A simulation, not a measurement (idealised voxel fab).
The process module that follows is named voxel self aligned vias.
It is cross-section cut that appears here, measuring 260 nm in width, its square cells being 5 nm in size.
Heads up, the way a cross-section reads in here is a grid of square cells, handed over as bands from the top down, with every band being one or more rows of cells.
This entry defines a band. It first specifies the height of the band's top and the height of its bottom in nm, and then specifies the band's materials from left to right, stating each material with its width in nm. The word "throughout" identifies a single material that fills the band from edge to edge, while the word "empty" identifies empty space.
Heights from 0 (as-received wafer is one material below). Bottom band endless downward, as "z 0 and below".
So if you see something like "30 to 40" for the width, read it as the top row of the band sitting at the first number and the bottom row at the second, with every row in between moving by the same amount as the last.
The designation "all unchanged", where it is given for a processing step, indicates that no cell of the cross-section was altered in the course of that step.
Closed empty spaces (no open way to the top) of 8 cells or more are what "Closed void listing" lists, each as width x height at distance from the left edge, nm for all three.
If you see something after the settings on a step's line, that's the simulator's own remark about that step.
The setting "overlay nm" may be written on the line of a step. When the step uses a mask, the value reports how far to the right of the planned place the mask lay, and a negative value reports that it lay to the left.
Process steps - plan:
1,RECEIVE | material Si
2,CONFORMAL_DEP | material SiO2 | thk nm 15
3,CONFORMAL_DEP | material SiCN | thk nm 5
4,DIRECTIONAL_DEP | material lowk | thk nm 20
5,PATTERN | tone open | mask id LINES | material resist | width nm 20 | pitch nm 60 | thk nm 15 | overlay nm 0
6,DIRECTIONAL_ETCH | etch materials lowk | depth nm 20
7,STRIP | etch materials resist
8,CONFORMAL_DEP | material TiN | thk nm 5
9,FILL_DEP | material Ru | thk nm 10
10,CMP | height nm 40
11,SELECTIVE_ETCH | etch materials W Ru TiN | depth nm 10
12,FILL_DEP | material SiN | thk nm 5
13,CMP | height nm 40
14,DIRECTIONAL_DEP | material lowk | thk nm 20
15,MASKED_ETCH | tone open | mask id VIAS | width nm 40 | etch materials lowk | depth nm 20 | overlay nm 0
16,MASKED_ETCH | tone open | mask id VIAS | width nm 40 | etch materials SiN | depth nm 10 | overlay nm 0
17,CONFORMAL_DEP | material TiN | thk nm 5
18,FILL_DEP | material Cu | thk nm 10
19,CMP | height nm 60
20,CONFORMAL_DEP | material SiCN | thk nm 5
Incoming wafer, cross-sectional view, post step 1:
    z 0 and below  Si throughout
    Closed void listing: none
Final cross-section, module run with one mistake (start and plan as above):
    z 65 to 60  SiCN throughout
    z 60 to 40  lowk=80, TiN=5, Cu=30, TiN=5, lowk=140
    z 40 to 35  SiN=80, TiN=15, Cu=10, TiN=15, SiN=140
    z 35 to 30  lowk=90, TiN=20, lowk=40, SiN=20, lowk=90
    z 30 to 25  lowk=90, SiN=20, lowk=40, SiN=20, lowk=90
    z 25 to 20  lowk=90, TiN=20, lowk=40, TiN=20, lowk=90
    z 20 to 15  SiCN throughout
    z 15 to 0  SiO2 throughout
    z 0 and below  Si throughout
    Closed void listing: none
Which mistake was made when the wafer was run? the process deviated at step 10: the operation and settings actually run there were CMP | height nm 35
